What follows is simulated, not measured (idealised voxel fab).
process module | voxel transistor to metal
cross-section cut | 165 nm wide | cells 5 nm
A cross-section is a grid of square cells, given in bands from the top down. A band is one or more rows of cells.
Each band's line starts with the height of the band's top and of its bottom, in nm. Then come its materials from left to right, each with its width in nm. One material with "throughout" fills the band from edge to edge. "air" is empty space.
Height 0 is the level under which the wafer as received is all one material. The lowest band goes on downwards, as in "0 down".
A width such as "30 to 40" changes by the same amount from each row of cells to the next, from the band's top row to its bottom row.
"no change" after a step means that no cell of the cross-section changed.
closed voids: empty space of 8 cells or more with no open way to the top, each as width x height at its distance from the left edge, in nm
after a step's settings: what the simulator itself notes on the step
overlay nm, on a step with a mask: how far to the right of its planned place the mask lay; to the left if negative
plan
1 op RECEIVE | material Si
2 op CONFORMAL_DEP | material SiO2 | thk nm 5
3 op CONFORMAL_DEP | material SiN | thk nm 15
4 op MASKED_ETCH | tone cover | mask id ACTIVE | width nm 105 | etch materials SiN | depth nm 15 | overlay nm 0
5 op MASKED_ETCH | tone cover | mask id ACTIVE | width nm 105 | etch materials SiO2 | depth nm 5 | overlay nm 0
6 op MASKED_ETCH | tone cover | mask id ACTIVE | width nm 105 | etch materials Si | depth nm 25 | overlay nm 0
7 op FILL_DEP | material SiO2 | thk nm 15
8 op CMP | height nm 20
9 op SELECTIVE_ETCH | etch materials SiO2 | depth nm 10
10 op STRIP | etch materials SiN
11 op SELECTIVE_ETCH | etch materials SiO2 | depth nm 5
12 op OXIDIZE | depth nm 5
13 op DIRECTIONAL_DEP | material polySi | thk nm 20
14 op DIRECTIONAL_DEP | material SiCN | thk nm 15
15 op DIRECTIONAL_DEP | material aC | thk nm 10
16 op PATTERN | tone cover | mask id GATE | material resist | width nm 35 | thk nm 25 | overlay nm 0
17 op DIRECTIONAL_ETCH | etch materials aC | depth nm 10
18 op STRIP | etch materials resist
19 op DIRECTIONAL_ETCH | etch materials SiCN | depth nm 25
20 op DIRECTIONAL_ETCH | etch materials polySi | depth nm 30
21 op STRIP | etch materials aC
22 op CONFORMAL_DEP | material SiO2 | thk nm 5
23 op DIRECTIONAL_ETCH | etch materials SiO2 | depth nm 5
24 op CONFORMAL_DEP | material SiN | thk nm 10
25 op DIRECTIONAL_ETCH | etch materials SiN | depth nm 10
26 op DIRECTIONAL_ETCH | etch materials SiO2 | depth nm 5
27 op DIRECTIONAL_ETCH | etch materials Si | depth nm 5
28 op EPI | material nSi | thk nm 10
29 op FILL_DEP | material SiO2 | thk nm 10
30 op CMP | height nm 20
31 op STRIP | etch materials polySi
32 op SELECTIVE_ETCH | etch materials SiO2 | depth nm 5
33 op CONFORMAL_DEP | material HfO2 | thk nm 5
34 op CONFORMAL_DEP | material TiN | thk nm 5
35 op FILL_DEP | material W | thk nm 10
36 op CMP | height nm 15
37 op DIRECTIONAL_DEP | material SiO2 | thk nm 10
38 op MASKED_ETCH | tone open | mask id CONTACT | width nm 15 | pitch nm 80 | etch materials SiO2 | depth nm 20 | overlay nm 0
39 op CONFORMAL_DEP | material TiN | thk nm 5
40 op FILL_DEP | material W | thk nm 5
41 op CMP | height nm 25
42 op CONFORMAL_DEP | material SiCN | thk nm 5
43 op DIRECTIONAL_DEP | material SiO2 | thk nm 20
44 op DIRECTIONAL_DEP | material aC | thk nm 10
45 op PATTERN | tone open | mask id METAL_1 | material resist | width nm 15 | pitch nm 80 | thk nm 25 | overlay nm 0
46 op DIRECTIONAL_ETCH | etch materials aC | depth nm 10
47 op STRIP | etch materials resist
48 op DIRECTIONAL_ETCH | etch materials SiO2 | depth nm 20
49 op DIRECTIONAL_ETCH | etch materials SiCN | depth nm 5
50 op STRIP | etch materials aC
51 op CONFORMAL_DEP | material TiN | thk nm 5
52 op FILL_DEP | material Cu | thk nm 10
53 op CMP | height nm 50
54 op CONFORMAL_DEP | material SiCN | thk nm 5
55 op DIRECTIONAL_DEP | material lowk | thk nm 25
56 op MASKED_ETCH | tone open | mask id METAL_2 | width nm 15 | pitch nm 80 | etch materials lowk | depth nm 15 | overlay nm 0
57 op MASKED_ETCH | tone open | mask id METAL_2_HOLES | width nm 15 | pitch nm 80 | etch materials lowk | depth nm 10 | overlay nm 0
58 op MASKED_ETCH | tone open | mask id METAL_2_HOLES | width nm 15 | pitch nm 80 | etch materials SiCN | depth nm 5 | overlay nm 0
59 op CONFORMAL_DEP | material TiN | thk nm 5
60 op FILL_DEP | material Ru | thk nm 5
61 op CMP | height nm 80
62 op CONFORMAL_DEP | material SiCN | thk nm 5
varied across the wafers: thk nm of step 22. The plan shows the first wafer's value. All wafers start alike
first wafer as received, after step 1
  0 down: Si throughout
  closed voids: none
each wafer at the end: cells of each material gained (+) or lost (-) since it was received, then its closed voids
thk nm 5 | +8 Cu | +15 HfO2 | +10 Ru | -85 Si | +87 SiCN | +16 SiN | +270 SiO2 | +77 TiN | +16 W | +135 lowk | +12 nSi | closed voids: none
thk nm 10 | +8 Cu | +15 HfO2 | +10 Ru | -81 Si | +87 SiCN | +12 SiN | +290 SiO2 | +73 TiN | +12 W | +135 lowk | closed voids: none
thk nm 15 | +8 Cu | +15 HfO2 | +10 Ru | -81 Si | +87 SiCN | +4 SiN | +298 SiO2 | +73 TiN | +12 W | +135 lowk | closed voids: none
thk nm 20 | +8 Cu | +15 HfO2 | +10 Ru | -81 Si | +87 SiCN | +294 SiO2 | +77 TiN | +16 W | +135 lowk | closed voids: none
